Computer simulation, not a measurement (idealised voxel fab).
The name of this process module is voxel air gaps.
It is cross-section cut that appears here, measuring 245 nm in width, its square cells being 5 nm in size.
Cross-section, as written here: a square-cell grid given band by band from the top down, where a band holds one or more rows of cells.
Band: top and bottom heights (nm) first, top before bottom; then materials from left to right, widths in nm. "everywhere" marks a sole material filling the band edge to edge. "air" denotes empty space.
Height 0 is the level under which the wafer as received is all one material. The lowest band goes on downwards, as in "0 -> down".
The notation "30->40" denotes a width that varies across the rows of cells in the band, beginning at the first number in the top row, finishing at the second number in the bottom row, and changing by an identical amount from each row to the next.
The designation "remains unaltered", where it is given for a processing step, indicates that no cell of the cross-section was altered in the course of that step.
"Enclosed internal voids" specifies each empty space that is not open to the top and that occupies no fewer than 8 cells, using the form width x height at distance, the distance measured from the left edge and all three quantities in nm.
Anything after a step's settings on that line? It's the simulator's own note about the step.
overlay nm: how far to the right of its planned place the mask lay on this masked step (negative: to the left).

[The following list gives the planned process steps]
step 1: RECEIVE | material Si
step 2: CONFORMAL_DEP | material SiO2 | thk nm 10
step 3: CONFORMAL_DEP | material SiCN | thk nm 5
step 4: DIRECTIONAL_DEP | material SiO2 | thk nm 40
step 5: DIRECTIONAL_DEP | material aC | thk nm 15
step 6: PATTERN | tone open | mask id LINES | material resist | width nm 25 | pitch nm 55 | thk nm 30 | overlay nm 0
step 7: DIRECTIONAL_ETCH | etch materials aC | depth nm 15
step 8: STRIP | etch materials resist
step 9: DIRECTIONAL_ETCH | etch materials SiO2 | depth nm 40
step 10: STRIP | etch materials aC
step 11: CONFORMAL_DEP | material TiN | thk nm 5
step 12: FILL_DEP | material W | thk nm 10
step 13: CMP | height nm 55
step 14: EPI | material Ru | thk nm 10
step 15: SELECTIVE_ETCH | etch materials SiO2 | depth nm 50
step 16: CONFORMAL_DEP | material SiCN | thk nm 5

[As-received state of the wafer in cross-section, equivalent to post-step 1]
* 0 -> down = Si everywhere
* Enclosed internal voids: none

[Sectioned view, first of two wafers, at the close of the module, processed as intended in the plan]
* 70 -> 65 = air (10) / SiCN (220) / air (15)
* 65 -> 55 = air (10) / SiCN (5) / Ru (45) / SiCN (10) / Ru (45) / SiCN (10) / Ru (45) / SiCN (10) / Ru (45) / SiCN (5) / air (15)
* 55 -> 50 = air (10) / SiCN (15) / TiN (5) / W (15) / TiN (5) / SiCN (30) / TiN (5) / W (15) / TiN (5) / SiCN (30) / TiN (5) / W (15) / TiN (5) / SiCN (30) / TiN (5) / W (15) / TiN (5) / SiCN (15) / air (15)
* 50 -> 20 = air (20) / SiCN (5) / TiN (5) / W (15) / TiN (5) / SiCN (5) / air (20) / SiCN (5) / TiN (5) / W (15) / TiN (5) / SiCN (5) / air (20) / SiCN (5) / TiN (5) / W (15) / TiN (5) / SiCN (5) / air (20) / SiCN (5) / TiN (5) / W (15) / TiN (5) / SiCN (5) / air (25)
* 20 -> 15 = SiCN (25) / TiN (25) / SiCN (30) / TiN (25) / SiCN (30) / TiN (25) / SiCN (30) / TiN (25) / SiCN (30)
* 15 -> 10 = SiCN everywhere
* 10 -> 0 = SiO2 everywhere
* 0 -> down = Si everywhere
* Enclosed internal voids: 20 x 30 at 55; 20 x 30 at 110; 20 x 30 at 165

[Presented here is a cross-section of the second of the two wafers as it stood at the end of the module. It was started in the same manner and assigned the same plan as the first wafer; however, one mistake was made in its execution]
* 70 -> 65 = air (10) / SiCN (220) / air (15)
* 65 -> 55 = air (10) / SiCN (5) / Ru (45) / SiCN (10) / Ru (45) / SiCN (10) / Ru (45) / SiCN (10) / Ru (45) / SiCN (5) / air (15)
* 55 -> 50 = air (10) / SiCN (15) / TiN (5) / W (15) / TiN (5) / SiCN (30) / TiN (5) / W (15) / TiN (5) / SiCN (30) / TiN (5) / W (15) / TiN (5) / SiCN (30) / TiN (5) / W (15) / TiN (5) / SiCN (15) / air (15)
* 50 -> 20 = air (20) / SiCN (5) / TiN (5) / W (15) / TiN (5) / SiCN (5) / air (20) / SiCN (5) / TiN (5) / W (15) / TiN (5) / SiCN (5) / air (20) / SiCN (5) / TiN (5) / W (15) / TiN (5) / SiCN (5) / air (20) / SiCN (5) / TiN (5) / W (15) / TiN (5) / SiCN (5) / air (25)
* 20 -> 15 = air (20) / SiCN (5) / TiN (25) / SiCN (5) / air (20) / SiCN (5) / TiN (25) / SiCN (5) / air (20) / SiCN (5) / TiN (25) / SiCN (5) / air (20) / SiCN (5) / TiN (25) / SiCN (5) / air (25)
* 15 -> 10 = air (20) / SiCN (15) / SiO2 (5) / SiCN (15) / air (20) / SiCN (15) / SiO2 (5) / SiCN (15) / air (20) / SiCN (15) / SiO2 (5) / SiCN (15) / air (20) / SiCN (15) / SiO2 (5) / SiCN (15) / air (25)
* 10 -> 5 = SiCN (35) / SiO2 (5) / SiCN (50) / SiO2 (5) / SiCN (50) / SiO2 (5) / SiCN (50) / SiO2 (5) / SiCN (40)
* 5 -> 0 = SiO2 everywhere
* 0 -> down = Si everywhere
* Enclosed internal voids: 20 x 40 at 55; 20 x 40 at 110; 20 x 40 at 165
Misprocessing identified: note that step 3 departed from the planned setting and was carried out as CONFORMAL_DEP | material SiO2 | thk nm 5
at the end the second wafer has, in cells: -1 SiCN; -41 SiO2
